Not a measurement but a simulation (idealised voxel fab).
process module | voxel trench capacitor
cross-section cut | 250 nm wide | cells 5 nm
A cross-section is a grid of square cells, given in bands from the top down. A band is one or more rows of cells.
Each band's line starts with the height of the band's top and of its bottom, in nm. Then come its materials from left to right, each with its width in nm. One material with "throughout" fills the band from edge to edge. "air" is empty space.
Height 0 is the level under which the wafer as received is all one material. The lowest band goes on downwards, as in "0 down".
A width such as "30 to 40" changes by the same amount from each row of cells to the next, from the band's top row to its bottom row.
"no change" after a step means that no cell of the cross-section changed.
closed voids: empty space of 8 cells or more with no open way to the top, each as width x height at its distance from the left edge, in nm
after a step's settings: what the simulator itself notes on the step
overlay nm, on a step with a mask: how far to the right of its planned place the mask lay; to the left if negative
plan
1 op RECEIVE | material Si
2 op CONFORMAL_DEP | material SiN | thk nm 10
3 op DIRECTIONAL_DEP | material aC | thk nm 15
4 op PATTERN | tone open | mask id TRENCH | material resist | width nm 30 | pitch nm 60 | thk nm 35 | overlay nm 0
5 op DIRECTIONAL_ETCH | etch materials aC | depth nm 15
6 op STRIP | etch materials resist
7 op DIRECTIONAL_ETCH | etch materials SiN | depth nm 10
8 op DIRECTIONAL_ETCH | etch materials Si | depth nm 25
9 op STRIP | etch materials aC
10 op CONFORMAL_DEP | material Al2O3 | thk nm 5
11 op CONFORMAL_DEP | material TiN | thk nm 5
12 op FILL_DEP | material W | thk nm 5
13 op CMP | height nm 10
as received, after step 1
  0 down: Si throughout
  closed voids: none
a wafer at the end: this start, this plan, one mistake
  0 to -15: Si 80 | Al2O3 5 | TiN 5 | W 10 | TiN 5 | Al2O3 5 | Si 30 | Al2O3 5 | TiN 5 | W 10 | TiN 5 | Al2O3 5 | Si 80
  -15 to -20: Si 80 | Al2O3 5 | TiN 20 | Al2O3 5 | Si 30 | Al2O3 5 | TiN 20 | Al2O3 5 | Si 80
  -20 to -25: Si 80 | Al2O3 30 | Si 30 | Al2O3 30 | Si 80
  -25 down: Si throughout
  closed voids: none
what went wrong: step 13 ran as: op CMP | height nm 0
